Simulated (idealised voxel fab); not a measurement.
This is a process module. Its name is voxel spacer lines.
Square cells of 5 nm make up the cross-section cut, whose width is 185 nm.
Throughout this document, each cross-section is represented as a grid of square cells and is presented as a sequence of bands enumerated from the top downward, where a band comprises one or more rows of cells.
Basically the band line says how high the top is and how high the bottom is, in nm, and then what's in it from left to right, every material with its width in nm. Empty space shows up as "blank", and if a single material carries "edge to edge" it runs the full band edge to edge.
All heights in this document are referenced to 0, defined as the level beneath which the wafer, as received, consists entirely of one material. The lowest band is not bounded below; it extends indefinitely downward and is written in the form "0 down".
So if you see something like "30 to 40" for the width, read it as the top row of the band sitting at the first number and the bottom row at the second, with every row in between moving by the same amount as the last.
Take "changes: none" at face value: in the step it is given for, the cross-section changed in none of its cells.
"Enclosed void listing": empty spaces of 8 cells or more with no open way to the top, each given as width x height at distance, distance from the left edge, all in nm.
It should be noted that, on the line of a given step, the content following the step's settings is a remark produced by the simulator itself with respect to that step.
overlay nm: on a step with a mask, how far right of its planned place the mask lay; negative means left.
-- Here's what the planned process steps look like
- 1: RECEIVE,material Si
- 2: CONFORMAL_DEP,material Al2O3,thk nm 5
- 3: DIRECTIONAL_DEP,material SiN,thk nm 10
- 4: DIRECTIONAL_DEP,material aC,thk nm 25
- 5: PATTERN,tone cover,mask id MANDREL,material resist,width nm 25,pitch nm 70,thk nm 30,overlay nm -15
- 6: DIRECTIONAL_ETCH,etch materials aC,depth nm 25
- 7: STRIP,etch materials resist
- 8: CONFORMAL_DEP,material SiO2,thk nm 10
- 9: DIRECTIONAL_ETCH,etch materials SiO2,depth nm 10
- 10: STRIP,etch materials aC
- 11: DIRECTIONAL_ETCH,etch materials SiN,depth nm 10
- 12: STRIP,etch materials SiO2
- 13: FILL_DEP,material lowk,thk nm 5
- 14: CMP,height nm 15
Variable across wafers: step 5 overlay nm (plan value is that of the first wafer; starting state common to all).
-- As received, i.e. after step 1: cross-section through the first of several wafers
	0 down: Si edge to edge
	Enclosed void listing: none
-- First of several wafers, sectioned at end of module (last step: step 14)
	15 to 5: 20 lowk; 10 SiN; 25 lowk; 10 SiN; 25 lowk; 10 SiN; 25 lowk; 10 SiN; 50 lowk
	5 to 0: Al2O3 edge to edge
	0 down: Si edge to edge
	Enclosed void listing: none
-- Showing the last wafer in cross-section at the end of the module
	15 to 5: 50 lowk; 10 SiN; 25 lowk; 10 SiN; 25 lowk; 10 SiN; 25 lowk; 10 SiN; 20 lowk
	5 to 0: Al2O3 edge to edge
	0 down: Si edge to edge
	Enclosed void listing: none
-- What follows is a table in which each wafer occupies a row; for the wafer as it stands at the close of the module, the row states, material by material, how many cells have been gained (+) or lost (-) since receipt, and then gives its closed voids
overlay nm -15, +37 Al2O3, +16 SiN, +58 lowk, Enclosed void listing: none
overlay nm -10, +37 Al2O3, +16 SiN, +58 lowk, Enclosed void listing: none
overlay nm -5, +37 Al2O3, +16 SiN, +58 lowk, Enclosed void listing: none
overlay nm 0, +37 Al2O3, +16 SiN, +58 lowk, Enclosed void listing: none
overlay nm 5, +37 Al2O3, +16 SiN, +58 lowk, Enclosed void listing: none
overlay nm 10, +37 Al2O3, +16 SiN, +58 lowk, Enclosed void listing: none
overlay nm 15, +37 Al2O3, +16 SiN, +58 lowk, Enclosed void listing: none
